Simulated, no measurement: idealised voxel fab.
voxel capacitor over wiring: a process module
Section shown: cut. Width: 300 nm. Cell size: 5 nm, square.
Cross-section spec: square-cell grid; bands listed top down; each band is one or more rows.
For a band, the entry starts with two heights in nm, that of the top and then that of the bottom, and carries on with the band's materials in order from left to right, each alongside its width in nm; the word "all across" beside a single material means it fills the band edge to edge, and "air" means empty space.
The level at which height equals 0 is the one under which the wafer, as it arrives, is entirely one material. No lower edge exists for the bottom band, which continues downward and is notated as in "0..down".
Top row gets the first number, bottom row gets the second, and each row in between changes by the same step: that is how a band width like "30..40" works.
Where a step carries "remained unchanged", the cross-section came out of it unchanged, cell for cell.
"Tabulated closed voids" contains a list of empty spaces, each no smaller than 8 cells and without an open way to the top, written in the form width x height at distance with the distance from the left edge and all three in nm.
Read whatever lies past the settings on a step's line as the simulator's own remark about the step.
The optional step-line setting "overlay nm" applies to steps with a mask and quantifies how far to the right of its planned location the mask lay, a negative value indicating leftward placement.
# plan
1,RECEIVE, material Si
2,CONFORMAL_DEP, material SiO2, thk nm 15
3,DIRECTIONAL_DEP, material TiN, thk nm 5
4,DIRECTIONAL_DEP, material Ru, thk nm 20
5,DIRECTIONAL_DEP, material aC, thk nm 15
6,PATTERN, tone cover, mask id METAL_1, material resist, width nm 25, pitch nm 90, thk nm 35, overlay nm 0
7,DIRECTIONAL_ETCH, etch materials aC, depth nm 15
8,STRIP, etch materials resist
9,DIRECTIONAL_ETCH, etch materials Ru, depth nm 20
10,DIRECTIONAL_ETCH, etch materials TiN, depth nm 5
11,STRIP, etch materials aC
12,FILL_DEP, material lowk, thk nm 10
13,CMP, height nm 40
14,CONFORMAL_DEP, material SiCN, thk nm 5
15,DIRECTIONAL_DEP, material lowk, thk nm 20
16,PATTERN, tone open, mask id PLUG_1, material resist, width nm 15, thk nm 20, overlay nm 0
17,DIRECTIONAL_ETCH, etch materials lowk, depth nm 20
18,DIRECTIONAL_ETCH, etch materials SiCN, depth nm 5
19,STRIP, etch materials resist
20,CONFORMAL_DEP, material TiN, thk nm 5
21,FILL_DEP, material W, thk nm 10
22,CMP, height nm 65
23,DIRECTIONAL_DEP, material TiN, thk nm 5
24,DIRECTIONAL_DEP, material Al2O3, thk nm 5
25,DIRECTIONAL_DEP, material TiN, thk nm 10
26,DIRECTIONAL_DEP, material aC, thk nm 15
27,PATTERN, tone cover, mask id UPPER_PLATE, material resist, width nm 70, thk nm 30, overlay nm 0
28,DIRECTIONAL_ETCH, etch materials aC, depth nm 15
29,STRIP, etch materials resist
30,DIRECTIONAL_ETCH, etch materials TiN, depth nm 10
31,DIRECTIONAL_ETCH, etch materials Al2O3, depth nm 5
32,STRIP, etch materials aC
33,MASKED_ETCH, tone cover, mask id LOWER_PLATE, width nm 80, etch materials TiN, depth nm 5, overlay nm 0
34,FILL_DEP, material SiO2, thk nm 20
35,CMP, height nm 100
36,PATTERN, tone open, mask id PLUG_2, material resist, width nm 15, thk nm 20, overlay nm 0
37,DIRECTIONAL_ETCH, etch materials SiO2, depth nm 15
38,STRIP, etch materials resist
39,CONFORMAL_DEP, material TiN, thk nm 5
40,FILL_DEP, material Ru, thk nm 5
41,CMP, height nm 100
42,CONFORMAL_DEP, material SiN, thk nm 5
Variable across wafers: step 16 width nm (plan value is that of the first wafer; starting state common to all).
# Here's the first of the wafers in cross-section, just as we got it, i.e. after step 1
0..down  Si all across
Tabulated closed voids: none
# End of module, by wafer: material-by-material cell gain (+) or loss (-) since receipt, then closed voids
width nm 15 | +14 Al2O3 | +42 Ru | +57 SiCN | +60 SiN | +533 SiO2 | +72 TiN | +4 W | +478 lowk | Tabulated closed voids: none
width nm 20 | +14 Al2O3 | +42 Ru | +56 SiCN | +60 SiN | +533 SiO2 | +73 TiN | +8 W | +474 lowk | Tabulated closed voids: none
width nm 25 | +14 Al2O3 | +42 Ru | +55 SiCN | +60 SiN | +533 SiO2 | +74 TiN | +12 W | +470 lowk | Tabulated closed voids: none
width nm 30 | +14 Al2O3 | +42 Ru | +54 SiCN | +60 SiN | +533 SiO2 | +75 TiN | +16 W | +466 lowk | Tabulated closed voids: none
